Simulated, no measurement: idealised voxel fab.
Proc. module: voxel ribs on slabs
In the cross-section labelled cut, the width is 155 nm and each square cell is 5 nm.
Reading order for cross-sections: top band down to bottom band. Underlying form: a grid of square cells. Band size: one or more rows of cells. What a band's entry tells you: where the top is and where the bottom is, as heights in nm, and after that what lies inside, material by material from left to right, each with its width in nm. Empty space is written as the word "blank", and a single material marked with the word "throughout" occupies the band from edge to edge. Basically, 0 is our baseline, since under it the wafer straight out of the box is all one material. The bottom band has no lower end and keeps on going down, so it looks like "z 0 and below". You'd read "30 to 40" like this: the band's top row of cells is as wide as the first number, its bottom row is as wide as the second, and going down, every row changes width by the same amount as the row before did. What does "no modification" mean for a step? It means no cell of the cross-section changed in that step. So "Closed voids list" is basically the list of trapped voids: any empty space of 8 cells or more that can't reach the top through an opening. They're written width x height at distance, the distance being from the left edge, and it's all nm. Past the settings on a step's line: simulator remark, on that step. The line of a step may include "overlay nm". On a step with a mask, this value is how far to the right of its planned place the mask lay. A negative value means the mask lay to the left.

## Planned process steps
1,RECEIVE [material Si]
2,DIRECTIONAL_DEP [material SiO2] [thk nm 20]
3,DIRECTIONAL_DEP [material SiN] [thk nm 15]
4,DIRECTIONAL_DEP [material aC] [thk nm 15]
5,PATTERN [tone cover] [mask id RIB] [material resist] [width nm 30] [thk nm 35] [overlay nm 0]
6,DIRECTIONAL_ETCH [etch materials aC] [depth nm 15]
7,STRIP [etch materials resist]
8,DIRECTIONAL_ETCH [etch materials SiN] [depth nm 10]
9,STRIP [etch materials aC]
10,MASKED_ETCH [tone cover] [mask id SLAB] [width nm 90] [etch materials SiN] [depth nm 5] [overlay nm 0]
11,FILL_DEP [material SiO2] [thk nm 15]
12,CMP [height nm 45]
13,DIRECTIONAL_DEP [material W] [thk nm 5]
14,MASKED_ETCH [tone cover] [mask id HEATER] [width nm 40] [etch materials W] [depth nm 5] [overlay nm 0]
15,CONFORMAL_DEP [material SiN] [thk nm 10]

## First wafer of two (run as planned)

## Cross-section of the wafer upon arrival, representing the state reached after step 1
* z 0 and below | Si throughout
* Closed voids list: none

## You're looking at a cross-section of the wafer after step 2
* z 20 to 0 | SiO2 throughout
* Note: structure below 0 unchanged.

## You're looking at a cross-section of the wafer after step 3
* z 35 to 20 | SiN throughout
* Note: structure below 20 unchanged.

## You're looking at a cross-section of the wafer after step 4
* z 50 to 35 | aC throughout
* Note: structure below 35 unchanged.

## You're looking at a cross-section of the wafer after step 5
* z 85 to 50 | 60 nm blank | 30 nm resist | 65 nm blank
* Note: structure below 50 unchanged.

## You're looking at a cross-section of the wafer after step 6
* z 70 to 50 | 60 nm blank | 30 nm resist | 65 nm blank
* z 50 to 35 | 60 nm blank | 30 nm aC | 65 nm blank
* Note: structure below 35 unchanged.

## You're looking at a cross-section of the wafer after step 7
* z 50 to 35 | 60 nm blank | 30 nm aC | 65 nm blank
* Note: structure below 35 unchanged.

## You're looking at a cross-section of the wafer after step 8
* z 50 to 35 | 60 nm blank | 30 nm aC | 65 nm blank
* z 35 to 25 | 60 nm blank | 30 nm SiN | 65 nm blank
* Note: structure below 25 unchanged.

## You're looking at a cross-section of the wafer after step 9
* z 35 to 25 | 60 nm blank | 30 nm SiN | 65 nm blank
* Note: structure below 25 unchanged.

## You're looking at a cross-section of the wafer after step 10
* z 35 to 25 | 60 nm blank | 30 nm SiN | 65 nm blank
* z 25 to 20 | 30 nm blank | 90 nm SiN | 35 nm blank
* Note: structure below 20 unchanged.

## You're looking at a cross-section of the wafer after step 11
* z 50 to 35 | SiO2 throughout
* z 35 to 25 | 60 nm SiO2 | 30 nm SiN | 65 nm SiO2
* z 25 to 20 | 30 nm SiO2 | 90 nm SiN | 35 nm SiO2
* Note: structure below 20 unchanged.

## You're looking at a cross-section of the wafer after step 12
* z 45 to 35 | SiO2 throughout
* Note: structure below 35 unchanged.

## You're looking at a cross-section of the wafer after step 13
* z 50 to 45 | W throughout
* Note: structure below 45 unchanged.

## You're looking at a cross-section of the wafer after step 14
* z 50 to 45 | 55 nm blank | 40 nm W | 60 nm blank
* Note: structure below 45 unchanged.

## You're looking at a cross-section of the wafer after step 15
* z 60 to 55 | 45 nm blank | 60 nm SiN | 50 nm blank
* z 55 to 50 | SiN throughout
* z 50 to 45 | 55 nm SiN | 40 nm W | 60 nm SiN
* Note: structure below 45 unchanged.

## Second wafer, same starting conditions and recipe as the first, one mistake in executing it, nothing differs from the first up to and including step 13

## Planned end of step 14: second wafer, cross-section
* z 50 to 45 | 60 nm blank | 40 nm W | 55 nm blank
* Note: structure below 45 unchanged.

## Planned end of step 15: second wafer, cross-section
* z 60 to 55 | 50 nm blank | 60 nm SiN | 45 nm blank
* z 55 to 50 | SiN throughout
* z 50 to 45 | 60 nm SiN | 40 nm W | 55 nm SiN
* Note: structure below 45 unchanged.
In executing the process, a mistake was made relative to the plan: step 14 went in with a setting other than planned; the actual run was MASKED_ETCH [tone cover] [mask id HEATER] [width nm 40] [etch materials W] [depth nm 5] [overlay nm 5]
Final wafers compared: equal cell tally per material, rearranged layout.
